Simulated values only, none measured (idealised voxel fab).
process module | voxel fin reveal
cross-section cut | 195 nm wide | cells 5 nm
A cross-section is a grid of square cells, given in bands from the top down. A band is one or more rows of cells.
Each band's line starts with the height of the band's top and of its bottom, in nm. Then come its materials from left to right, each with its width in nm. One material with "throughout" fills the band from edge to edge. "air" is empty space.
Height 0 is the level under which the wafer as received is all one material. The lowest band goes on downwards, as in "0 down".
A width such as "30 to 40" changes by the same amount from each row of cells to the next, from the band's top row to its bottom row.
"no change" after a step means that no cell of the cross-section changed.
closed voids: empty space of 8 cells or more with no open way to the top, each as width x height at its distance from the left edge, in nm
after a step's settings: what the simulator itself notes on the step
overlay nm, on a step with a mask: how far to the right of its planned place the mask lay; to the left if negative
plan
1 op RECEIVE | material Si
2 op CONFORMAL_DEP | material SiN | thk nm 10
3 op PATTERN | tone cover | mask id FINS | material resist | width nm 15 | pitch nm 45 | thk nm 20 | overlay nm 0
4 op DIRECTIONAL_ETCH | etch materials SiN | depth nm 10
5 op DIRECTIONAL_ETCH | etch materials Si | depth nm 35
6 op STRIP | etch materials resist
7 op FILL_DEP | material SiO2 | thk nm 15
8 op CMP | height nm 10
9 op SELECTIVE_ETCH | etch materials SiO2 | depth nm 35
10 op STRIP | etch materials SiN
first wafer, as planned
as received, after step 1
  0 down: Si throughout
  closed voids: none
after step 2
  10 to 0: SiN throughout
  below 0: unchanged
after step 3
  30 to 10: air 20 | resist 15 | air 30 | resist 15 | air 30 | resist 15 | air 30 | resist 15 | air 25
  below 10: unchanged
after step 4
  30 to 10: air 20 | resist 15 | air 30 | resist 15 | air 30 | resist 15 | air 30 | resist 15 | air 25
  10 to 0: air 20 | SiN 15 | air 30 | SiN 15 | air 30 | SiN 15 | air 30 | SiN 15 | air 25
  below 0: unchanged
after step 5
  30 to 10: air 20 | resist 15 | air 30 | resist 15 | air 30 | resist 15 | air 30 | resist 15 | air 25
  10 to 0: air 20 | SiN 15 | air 30 | SiN 15 | air 30 | SiN 15 | air 30 | SiN 15 | air 25
  0 to -35: air 20 | Si 15 | air 30 | Si 15 | air 30 | Si 15 | air 30 | Si 15 | air 25
  below -35: unchanged
after step 6
  10 to 0: air 20 | SiN 15 | air 30 | SiN 15 | air 30 | SiN 15 | air 30 | SiN 15 | air 25
  below 0: unchanged
after step 7
  25 to 10: SiO2 throughout
  10 to 0: SiO2 20 | SiN 15 | SiO2 30 | SiN 15 | SiO2 30 | SiN 15 | SiO2 30 | SiN 15 | SiO2 25
  0 to -35: SiO2 20 | Si 15 | SiO2 30 | Si 15 | SiO2 30 | Si 15 | SiO2 30 | Si 15 | SiO2 25
  below -35: unchanged
after step 8
  10 to 0: SiO2 20 | SiN 15 | SiO2 30 | SiN 15 | SiO2 30 | SiN 15 | SiO2 30 | SiN 15 | SiO2 25
  below 0: unchanged
after step 9
  10 to 0: air 20 | SiN 15 | air 30 | SiN 15 | air 30 | SiN 15 | air 30 | SiN 15 | air 25
  0 to -25: air 20 | Si 15 | air 30 | Si 15 | air 30 | Si 15 | air 30 | Si 15 | air 25
  below -25: unchanged
after step 10
  0 to -25: air 20 | Si 15 | air 30 | Si 15 | air 30 | Si 15 | air 30 | Si 15 | air 25
  below -25: unchanged
second wafer: like start, like plan, one mistake. Through step 9 it matches the first wafer
when step 10 should have ended: no change
what went wrong: step 10 was left out
at the end the second wafer has, in cells: 24 more of SiN
